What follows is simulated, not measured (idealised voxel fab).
Proc. module: voxel capacitor over wiring
Pictured: cross-section cut, 285 nm wide, on a grid of 5 nm square cells.
How to read a cross-section here: the picture is a grid of square cells, written as bands going from the top down, and any band can span one or more rows of cells.
Top height, bottom height, nm. Materials left to right, width each, nm. Single material + "full width" = fills band edge to edge. "air" = empty.
A quick word on heights: they are counted from 0, and under that level the wafer as it came to us is one material throughout. The lowest band is different from the rest in having no bottom; it simply continues downward, written as in "0..down".
It should be noted that a width expressed as "30->40" varies in equal increments from row to row of cells within the band, taking the value of the first number at the top row and that of the second number at the bottom row.
Step marked "stayed the same"? Then no cell in the cross-section changed in it.
Closed empty spaces (no open way to the top) of 8 cells or more are what "Enclosed empty spaces" lists, each as width x height at distance from the left edge, nm for all three.
Note: text after step settings on the step line = simulator remark on that step.
On any step carrying a mask, the "overlay nm" setting, if present on the step's line, tells how far right of its planned place the mask lay; negative values point to the left.

## Listed below are the process steps as planned
1,RECEIVE with material Si
2,CONFORMAL_DEP with material SiO2, thk nm 15
3,CONFORMAL_DEP with material SiN, thk nm 5
4,DIRECTIONAL_DEP with material SiO2, thk nm 20
5,MASKED_ETCH with tone open, mask id METAL_1, width nm 25, pitch nm 80, etch materials SiO2, depth nm 20, overlay nm 0
6,MASKED_ETCH with tone open, mask id METAL_1, width nm 25, pitch nm 80, etch materials SiN, depth nm 5, overlay nm 0
7,CONFORMAL_DEP with material TiN, thk nm 5
8,FILL_DEP with material W, thk nm 5
9,CMP with height nm 40
10,CONFORMAL_DEP with material SiCN, thk nm 5
11,DIRECTIONAL_DEP with material SiO2, thk nm 20
12,PATTERN with tone open, mask id PLUG_1, material resist, width nm 15, thk nm 20, overlay nm 0
13,DIRECTIONAL_ETCH with etch materials SiO2, depth nm 20
14,DIRECTIONAL_ETCH with etch materials SiCN, depth nm 5
15,STRIP with etch materials resist
16,CONFORMAL_DEP with material TiN, thk nm 5
17,FILL_DEP with material Ru, thk nm 10
18,CMP with height nm 65
19,DIRECTIONAL_DEP with material TiN, thk nm 5
20,DIRECTIONAL_DEP with material HfO2, thk nm 5
21,DIRECTIONAL_DEP with material TiN, thk nm 5
22,DIRECTIONAL_DEP with material aC, thk nm 15
23,PATTERN with tone cover, mask id UPPER_PLATE, material resist, width nm 60, thk nm 35, overlay nm 0
24,DIRECTIONAL_ETCH with etch materials aC, depth nm 15
25,STRIP with etch materials resist
26,DIRECTIONAL_ETCH with etch materials TiN, depth nm 5
27,DIRECTIONAL_ETCH with etch materials HfO2, depth nm 5
28,STRIP with etch materials aC
29,DIRECTIONAL_DEP with material aC, thk nm 15
30,PATTERN with tone cover, mask id LOWER_PLATE, material resist, width nm 70, thk nm 30, overlay nm 0
31,DIRECTIONAL_ETCH with etch materials aC, depth nm 15
32,STRIP with etch materials resist
33,DIRECTIONAL_ETCH with etch materials TiN, depth nm 5
34,STRIP with etch materials aC
35,FILL_DEP with material SiO2, thk nm 20
36,CMP with height nm 95
37,PATTERN with tone open, mask id PLUG_2, material resist, width nm 15, thk nm 20, overlay nm 0
38,DIRECTIONAL_ETCH with etch materials SiO2, depth nm 15
39,STRIP with etch materials resist
40,CONFORMAL_DEP with material TiN, thk nm 5
41,FILL_DEP with material Cu, thk nm 10
42,CMP with height nm 95
43,CONFORMAL_DEP with material SiN, thk nm 5

## Account of the first of two wafers, which was processed as intended

## Wafer at receipt (post step 1), cross-section
0..down: Si full width
Enclosed empty spaces: none

## Once step 2 is through, the wafer looks like this in cross-section
15..0: SiO2 full width
At heights below 0, the structure remains unaltered.

## Once step 3 is through, the wafer looks like this in cross-section
20..15: SiN full width
At heights below 15, the structure remains unaltered.

## Once step 4 is through, the wafer looks like this in cross-section
40..20: SiO2 full width
At heights below 20, the structure remains unaltered.

## Once step 5 is through, the wafer looks like this in cross-section
40..20: SiO2 (90)  air (25)  SiO2 (55)  air (25)  SiO2 (90)
At heights below 20, the structure remains unaltered.

## Once step 6 is through, the wafer looks like this in cross-section
40..20: SiO2 (90)  air (25)  SiO2 (55)  air (25)  SiO2 (90)
20..15: SiN (90)  air (25)  SiN (55)  air (25)  SiN (90)
At heights below 15, the structure remains unaltered.

## Once step 7 is through, the wafer looks like this in cross-section
45..40: TiN (95)  air (15)  TiN (65)  air (15)  TiN (95)
40..20: SiO2 (90)  TiN (5)  air (15)  TiN (5)  SiO2 (55)  TiN (5)  air (15)  TiN (5)  SiO2 (90)
20..15: SiN (90)  TiN (25)  SiN (55)  TiN (25)  SiN (90)
At heights below 15, the structure remains unaltered.

## Once step 8 is through, the wafer looks like this in cross-section
50..45: W full width
45..40: TiN (95)  W (15)  TiN (65)  W (15)  TiN (95)
40..20: SiO2 (90)  TiN (5)  W (15)  TiN (5)  SiO2 (55)  TiN (5)  W (15)  TiN (5)  SiO2 (90)
At heights below 20, the structure remains unaltered.

## Once step 9 is through, the wafer looks like this in cross-section
40..20: SiO2 (90)  TiN (5)  W (15)  TiN (5)  SiO2 (55)  TiN (5)  W (15)  TiN (5)  SiO2 (90)
At heights below 20, the structure remains unaltered.

## Once step 10 is through, the wafer looks like this in cross-section
45..40: SiCN full width
At heights below 40, the structure remains unaltered.

## Once step 11 is through, the wafer looks like this in cross-section
65..45: SiO2 full width
At heights below 45, the structure remains unaltered.

## Once step 12 is through, the wafer looks like this in cross-section
85..65: resist (100)  air (15)  resist (170)
At heights below 65, the structure remains unaltered.

## Once step 13 is through, the wafer looks like this in cross-section
85..65: resist (100)  air (15)  resist (170)
65..45: SiO2 (100)  air (15)  SiO2 (170)
At heights below 45, the structure remains unaltered.

## Once step 14 is through, the wafer looks like this in cross-section
85..65: resist (100)  air (15)  resist (170)
65..45: SiO2 (100)  air (15)  SiO2 (170)
45..40: SiCN (100)  air (15)  SiCN (170)
At heights below 40, the structure remains unaltered.

## Once step 15 is through, the wafer looks like this in cross-section
65..45: SiO2 (100)  air (15)  SiO2 (170)
At heights below 45, the structure remains unaltered.

## Once step 16 is through, the wafer looks like this in cross-section
70..65: TiN (105)  air (5)  TiN (175)
65..45: SiO2 (100)  TiN (5)  air (5)  TiN (5)  SiO2 (170)
45..40: SiCN (100)  TiN (15)  SiCN (170)
At heights below 40, the structure remains unaltered.

## Once step 17 is through, the wafer looks like this in cross-section
80..70: Ru full width
70..65: TiN (105)  Ru (5)  TiN (175)
65..45: SiO2 (100)  TiN (5)  Ru (5)  TiN (5)  SiO2 (170)
At heights below 45, the structure remains unaltered.

## Once step 18 is through, the wafer looks like this in cross-section
65..45: SiO2 (100)  TiN (5)  Ru (5)  TiN (5)  SiO2 (170)
At heights below 45, the structure remains unaltered.

## Once step 19 is through, the wafer looks like this in cross-section
70..65: TiN full width
At heights below 65, the structure remains unaltered.

## Once step 20 is through, the wafer looks like this in cross-section
75..70: HfO2 full width
At heights below 70, the structure remains unaltered.

## Once step 21 is through, the wafer looks like this in cross-section
80..75: TiN full width
At heights below 75, the structure remains unaltered.

## Once step 22 is through, the wafer looks like this in cross-section
95..80: aC full width
At heights below 80, the structure remains unaltered.

## Once step 23 is through, the wafer looks like this in cross-section
130..95: air (100)  resist (60)  air (125)
At heights below 95, the structure remains unaltered.

## Once step 24 is through, the wafer looks like this in cross-section
115..95: air (100)  resist (60)  air (125)
95..80: air (100)  aC (60)  air (125)
At heights below 80, the structure remains unaltered.

## Once step 25 is through, the wafer looks like this in cross-section
95..80: air (100)  aC (60)  air (125)
At heights below 80, the structure remains unaltered.

## Once step 26 is through, the wafer looks like this in cross-section
95..80: air (100)  aC (60)  air (125)
80..75: air (100)  TiN (60)  air (125)
At heights below 75, the structure remains unaltered.

## Once step 27 is through, the wafer looks like this in cross-section
95..80: air (100)  aC (60)  air (125)
80..75: air (100)  TiN (60)  air (125)
75..70: air (100)  HfO2 (60)  air (125)
At heights below 70, the structure remains unaltered.

## Once step 28 is through, the wafer looks like this in cross-section
80..75: air (100)  TiN (60)  air (125)
At heights below 75, the structure remains unaltered.

## Once step 29 is through, the wafer looks like this in cross-section
95..85: air (100)  aC (60)  air (125)
85..80: aC full width
80..75: aC (100)  TiN (60)  aC (125)
75..70: aC (100)  HfO2 (60)  aC (125)
At heights below 70, the structure remains unaltered.

## Once step 30 is through, the wafer looks like this in cross-section
125..95: air (95)  resist (70)  air (120)
95..85: air (95)  resist (5)  aC (60)  resist (5)  air (120)
At heights below 85, the structure remains unaltered.

## Once step 31 is through, the wafer looks like this in cross-section
110..95: air (95)  resist (70)  air (120)
95..85: air (95)  resist (5)  aC (60)  resist (5)  air (120)
85..80: air (95)  aC (70)  air (120)
80..75: air (95)  aC (5)  TiN (60)  aC (5)  air (120)
75..70: air (95)  aC (5)  HfO2 (60)  aC (5)  air (120)
At heights below 70, the structure remains unaltered.

## Once step 32 is through, the wafer looks like this in cross-section
95..85: air (100)  aC (60)  air (125)
At heights below 85, the structure remains unaltered.

## Once step 33 is through, the wafer looks like this in cross-section
95..85: air (100)  aC (60)  air (125)
85..80: air (95)  aC (70)  air (120)
80..75: air (95)  aC (5)  TiN (60)  aC (5)  air (120)
75..70: air (95)  aC (5)  HfO2 (60)  aC (5)  air (120)
70..65: air (95)  TiN (70)  air (120)
At heights below 65, the structure remains unaltered.

## Once step 34 is through, the wafer looks like this in cross-section
80..75: air (100)  TiN (60)  air (125)
75..70: air (100)  HfO2 (60)  air (125)
At heights below 70, the structure remains unaltered.

## Once step 35 is through, the wafer looks like this in cross-section
100..80: SiO2 full width
80..75: SiO2 (100)  TiN (60)  SiO2 (125)
75..70: SiO2 (100)  HfO2 (60)  SiO2 (125)
70..65: SiO2 (95)  TiN (70)  SiO2 (120)
At heights below 65, the structure remains unaltered.

## Once step 36 is through, the wafer looks like this in cross-section
95..80: SiO2 full width
At heights below 80, the structure remains unaltered.

## Once step 37 is through, the wafer looks like this in cross-section
115..95: resist (110)  air (15)  resist (160)
At heights below 95, the structure remains unaltered.

## Once step 38 is through, the wafer looks like this in cross-section
115..95: resist (110)  air (15)  resist (160)
95..80: SiO2 (110)  air (15)  SiO2 (160)
At heights below 80, the structure remains unaltered.

## Once step 39 is through, the wafer looks like this in cross-section
95..80: SiO2 (110)  air (15)  SiO2 (160)
At heights below 80, the structure remains unaltered.

## Once step 40 is through, the wafer looks like this in cross-section
100..95: TiN (115)  air (5)  TiN (165)
95..85: SiO2 (110)  TiN (5)  air (5)  TiN (5)  SiO2 (160)
85..75: SiO2 (110->100)  TiN (15->60)  SiO2 (160->125)
At heights below 75, the structure remains unaltered.

## Once step 41 is through, the wafer looks like this in cross-section
110..100: Cu full width
100..95: TiN (115)  Cu (5)  TiN (165)
95..85: SiO2 (110)  TiN (5)  Cu (5)  TiN (5)  SiO2 (160)
At heights below 85, the structure remains unaltered.

## Once step 42 is through, the wafer looks like this in cross-section
95..85: SiO2 (110)  TiN (5)  Cu (5)  TiN (5)  SiO2 (160)
At heights below 85, the structure remains unaltered.

## Once step 43 is through, the wafer looks like this in cross-section
100..95: SiN full width
At heights below 95, the structure remains unaltered.

## The second wafer: identical to the first at the outset and in its planned sequence, differing only in that one mistake was made during processing; up to and including step 17, its path is the first wafer's path

The second wafer in cross-section, at the planned close of step 18: stayed the same

## The second wafer in cross-section, at the planned close of step 19
85..80: TiN full width
At heights below 80, the structure remains unaltered.

## The second wafer in cross-section, at the planned close of step 20
90..85: HfO2 full width
At heights below 85, the structure remains unaltered.

## The second wafer in cross-section, at the planned close of step 21
95..90: TiN full width
At heights below 90, the structure remains unaltered.

## The second wafer in cross-section, at the planned close of step 22
110..95: aC full width
At heights below 95, the structure remains unaltered.

## The second wafer in cross-section, at the planned close of step 23
145..110: air (100)  resist (60)  air (125)
At heights below 110, the structure remains unaltered.

## The second wafer in cross-section, at the planned close of step 24
130..110: air (100)  resist (60)  air (125)
110..95: air (100)  aC (60)  air (125)
At heights below 95, the structure remains unaltered.

## The second wafer in cross-section, at the planned close of step 25
110..95: air (100)  aC (60)  air (125)
At heights below 95, the structure remains unaltered.

## The second wafer in cross-section, at the planned close of step 26
110..95: air (100)  aC (60)  air (125)
95..90: air (100)  TiN (60)  air (125)
At heights below 90, the structure remains unaltered.

## The second wafer in cross-section, at the planned close of step 27
110..95: air (100)  aC (60)  air (125)
95..90: air (100)  TiN (60)  air (125)
90..85: air (100)  HfO2 (60)  air (125)
At heights below 85, the structure remains unaltered.

## The second wafer in cross-section, at the planned close of step 28
95..90: air (100)  TiN (60)  air (125)
At heights below 90, the structure remains unaltered.

## The second wafer in cross-section, at the planned close of step 29
110..100: air (100)  aC (60)  air (125)
100..95: aC full width
95..90: aC (100)  TiN (60)  aC (125)
90..85: aC (100)  HfO2 (60)  aC (125)
At heights below 85, the structure remains unaltered.

## The second wafer in cross-section, at the planned close of step 30
140..110: air (95)  resist (70)  air (120)
110..100: air (95)  resist (5)  aC (60)  resist (5)  air (120)
At heights below 100, the structure remains unaltered.

## The second wafer in cross-section, at the planned close of step 31
125..110: air (95)  resist (70)  air (120)
110..100: air (95)  resist (5)  aC (60)  resist (5)  air (120)
100..95: air (95)  aC (70)  air (120)
95..90: air (95)  aC (5)  TiN (60)  aC (5)  air (120)
90..85: air (95)  aC (5)  HfO2 (60)  aC (5)  air (120)
At heights below 85, the structure remains unaltered.

## The second wafer in cross-section, at the planned close of step 32
110..100: air (100)  aC (60)  air (125)
At heights below 100, the structure remains unaltered.

## The second wafer in cross-section, at the planned close of step 33
110..100: air (100)  aC (60)  air (125)
100..95: air (95)  aC (70)  air (120)
95..90: air (95)  aC (5)  TiN (60)  aC (5)  air (120)
90..85: air (95)  aC (5)  HfO2 (60)  aC (5)  air (120)
85..80: air (95)  TiN (70)  air (120)
At heights below 80, the structure remains unaltered.

## The second wafer in cross-section, at the planned close of step 34
95..90: air (100)  TiN (60)  air (125)
90..85: air (100)  HfO2 (60)  air (125)
At heights below 85, the structure remains unaltered.

## The second wafer in cross-section, at the planned close of step 35
115..95: SiO2 full width
95..90: SiO2 (100)  TiN (60)  SiO2 (125)
90..85: SiO2 (100)  HfO2 (60)  SiO2 (125)
85..80: SiO2 (95)  TiN (70)  SiO2 (120)
At heights below 80, the structure remains unaltered.

## The second wafer in cross-section, at the planned close of step 36
95..90: SiO2 (100)  TiN (60)  SiO2 (125)
At heights below 90, the structure remains unaltered.

## The second wafer in cross-section, at the planned close of step 37
115..95: resist (110)  air (15)  resist (160)
At heights below 95, the structure remains unaltered.

The second wafer in cross-section, at the planned close of step 38: stayed the same

## The second wafer in cross-section, at the planned close of step 39
95..90: SiO2 (100)  TiN (60)  SiO2 (125)
At heights below 90, the structure remains unaltered.

## The second wafer in cross-section, at the planned close of step 40
100..95: TiN full width
At heights below 95, the structure remains unaltered.

## The second wafer in cross-section, at the planned close of step 41
110..100: Cu full width
At heights below 100, the structure remains unaltered.

## The second wafer in cross-section, at the planned close of step 42
95..90: SiO2 (100)  TiN (60)  SiO2 (125)
At heights below 90, the structure remains unaltered.

## The second wafer in cross-section, at the planned close of step 43
100..95: SiN full width
At heights below 95, the structure remains unaltered.
Nonconformance to the process plan: step 18 of the plan did not run at all; it was left out
Per the end-of-run cell counts, the second wafer holds more or fewer of some materials than the first: -2 Cu, +115 Ru, -162 SiO2, +49 TiN
